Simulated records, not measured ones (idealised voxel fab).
Process module in this document: voxel released beams
This is section cut - it's 200 nm across, gridded in 5 nm square cells.
When this document writes out a cross-section, it uses a grid of square cells and lists it as bands, beginning at the top and moving down, with a band standing for one or more rows of cells.
This entry defines a band. It first specifies the height of the band's top and the height of its bottom in nm, and then specifies the band's materials from left to right, stating each material with its width in nm. The word "all across" identifies a single material that fills the band from edge to edge, while the word "blank" identifies empty space.
It should be noted that heights are counted from 0, beneath which the wafer as supplied is of one material throughout, and that the lowest band possesses no lower boundary but continues downward, as written in "0 nm and below".
You'd read "30 to 40" like this: the band's top row of cells is as wide as the first number, its bottom row is as wide as the second, and going down, every row changes width by the same amount as the row before did.
Given "no modification" for a step, no cell of the cross-section differs between before and after that step.
Listed in "Sealed void listing": every empty space of 8 or more cells without an open way to the top. Form: width x height at distance, the distance being from the left edge, all in nm.
after a step's settings: what the simulator itself notes on the step
The line of a step may include "overlay nm". On a step with a mask, this value is how far to the right of its planned place the mask lay. A negative value means the mask lay to the left.
The steps planned for the process are as follows:
| 1 | RECEIVE [material Si] |
| 2 | CONFORMAL_DEP [material SiN] [thk nm 5] |
| 3 | DIRECTIONAL_DEP [material SiO2] [thk nm 20] |
| 4 | PATTERN [tone open] [mask id ANCHOR] [material resist] [width nm 35] [thk nm 20] [overlay nm 0] |
| 5 | DIRECTIONAL_ETCH [etch materials SiO2] [depth nm 20] |
| 6 | STRIP [etch materials resist] |
| 7 | CONFORMAL_DEP [material TiN] [thk nm 15] |
| 8 | MASKED_ETCH [tone cover] [mask id BEAM] [width nm 120] [etch materials TiN] [depth nm 15] [overlay nm 0] |
| 9 | STRIP [etch materials SiO2] |
So this is the incoming wafer in cross-section - it's already been through step 1:
* 0 nm and below = Si all across
* Sealed void listing: none
a wafer at the end: this start, this plan, one mistake:
* 40 nm to 25 nm = blank=35, then TiN=20, then blank=5, then TiN=100, then blank=40
* 25 nm to 20 nm = blank=40, then TiN=15, then blank=5, then TiN=15, then blank=125
* 20 nm to 5 nm = blank=40, then TiN=35, then blank=125
* 5 nm to 0 nm = SiN all across
* 0 nm and below = Si all across
* Sealed void listing: none
Processing error: step 8 was not run as planned; what actually ran was MASKED_ETCH [tone cover] [mask id BEAM] [width nm 125] [etch materials TiN] [depth nm 15] [overlay nm 0]
